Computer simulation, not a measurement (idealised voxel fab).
This is a process module. Its name is voxel capacitor over wiring.
Shown is cross-section cut, with a width of 260 nm and square cells of size 5 nm.
Square cells in a grid make up a cross-section in this document, and the grid is given as bands, listed from the top down, each one or more rows of cells.
Each band's line starts with the height of the band's top and of its bottom, in nm. Then come its materials from left to right, each with its width in nm. One material with "full width" fills the band from edge to edge. "air" is empty space.
For the purposes of this specification, 0 denotes the height below which the wafer in its as-received condition is composed wholly of one material, and the lowermost band, lacking a lower limit, extends downward without end, as expressed in "from 0 down".
Quick explanation for "30->40": the width changes in equal steps down the rows of cells, from the first number in the band's top row to the second number in its bottom row.
Reading "no alterations made" for a step: not a cell of the cross-section changed in it.
This entry, "Fully sealed cavities", enumerates those empty regions of no fewer than 8 cells that possess no open connection to the top. Each region is reported in the form width x height at distance, the distance being taken from the left edge, with all three quantities expressed in nm.
That trailing text on a step's line, after the settings, is the simulator's own remark on the step.
overlay nm: on a step with a mask, how far right of its planned place the mask lay; negative means left.

### Here's what the planned process steps look like
1. RECEIVE [material Si]
2. CONFORMAL_DEP [material SiO2] [thk nm 10]
3. DIRECTIONAL_DEP [material TiN] [thk nm 5]
4. DIRECTIONAL_DEP [material W] [thk nm 20]
5. DIRECTIONAL_DEP [material aC] [thk nm 15]
6. PATTERN [tone cover] [mask id METAL_1] [material resist] [width nm 25] [pitch nm 90] [thk nm 35] [overlay nm 0]
7. DIRECTIONAL_ETCH [etch materials aC] [depth nm 15]
8. STRIP [etch materials resist]
9. DIRECTIONAL_ETCH [etch materials W] [depth nm 20]
10. DIRECTIONAL_ETCH [etch materials TiN] [depth nm 5]
11. STRIP [etch materials aC]
12. FILL_DEP [material lowk] [thk nm 5]
13. CMP [height nm 35]
14. CONFORMAL_DEP [material SiCN] [thk nm 5]
15. DIRECTIONAL_DEP [material lowk] [thk nm 10]
16. MASKED_ETCH [tone open] [mask id PLUG_1] [width nm 15] [etch materials lowk] [depth nm 10] [overlay nm 0]
17. MASKED_ETCH [tone open] [mask id PLUG_1] [width nm 15] [etch materials SiCN] [depth nm 5] [overlay nm 0]
18. EPI [material Ru] [thk nm 10]
19. EPI [material Ru] [thk nm 5]
20. DIRECTIONAL_DEP [material TiN] [thk nm 10]
21. DIRECTIONAL_DEP [material Al2O3] [thk nm 5]
22. DIRECTIONAL_DEP [material TiN] [thk nm 10]
23. PATTERN [tone cover] [mask id UPPER_PLATE] [material resist] [width nm 70] [thk nm 20] [overlay nm 0]
24. DIRECTIONAL_ETCH [etch materials TiN] [depth nm 10]
25. DIRECTIONAL_ETCH [etch materials Al2O3] [depth nm 5]
26. STRIP [etch materials resist]
27. PATTERN [tone cover] [mask id LOWER_PLATE] [material resist] [width nm 80] [thk nm 15] [overlay nm 0]
28. DIRECTIONAL_ETCH [etch materials TiN] [depth nm 10]
29. STRIP [etch materials resist]
30. FILL_DEP [material SiO2] [thk nm 20]
31. CMP [height nm 90]
32. PATTERN [tone open] [mask id PLUG_2] [material resist] [width nm 15] [thk nm 15] [overlay nm 0]
33. DIRECTIONAL_ETCH [etch materials SiO2] [depth nm 15]
34. STRIP [etch materials resist]
35. CONFORMAL_DEP [material TiN] [thk nm 5]
36. FILL_DEP [material W] [thk nm 5]
37. CMP [height nm 90]
38. CONFORMAL_DEP [material SiCN] [thk nm 5]

### As-received wafer cross-section (after step 1)
from 0 down  Si full width
Fully sealed cavities: none

### Result of the module, cross-sectioned: start per above, plan per above, one error in how it was run
from 95 to 90  SiCN full width
from 90 to 80  SiO2: 95; TiN: 5; W: 5; TiN: 5; SiO2: 150
from 80 to 75  SiO2: 95; TiN: 15; SiO2: 150
from 75 to 65  SiO2: 80; TiN: 70; SiO2: 110
from 65 to 60  SiO2: 80; Al2O3: 70; SiO2: 110
from 60 to 50  SiO2: 75; TiN: 80; SiO2: 105
from 50 to 40  lowk: 80; Ru: 15; lowk: 165
from 40 to 35  SiCN: 80; Ru: 15; SiCN: 165
from 35 to 15  lowk: 70; W: 25; lowk: 65; W: 25; lowk: 75
from 15 to 10  lowk: 70; TiN: 25; lowk: 65; TiN: 25; lowk: 75
from 10 to 0  SiO2 full width
from 0 down  Si full width
Fully sealed cavities: none
What was the processing mistake? step 32 was processed under conditions differing from the plan, specifically as PATTERN [tone open] [mask id PLUG_2] [material resist] [width nm 15] [thk nm 15] [overlay nm 5]
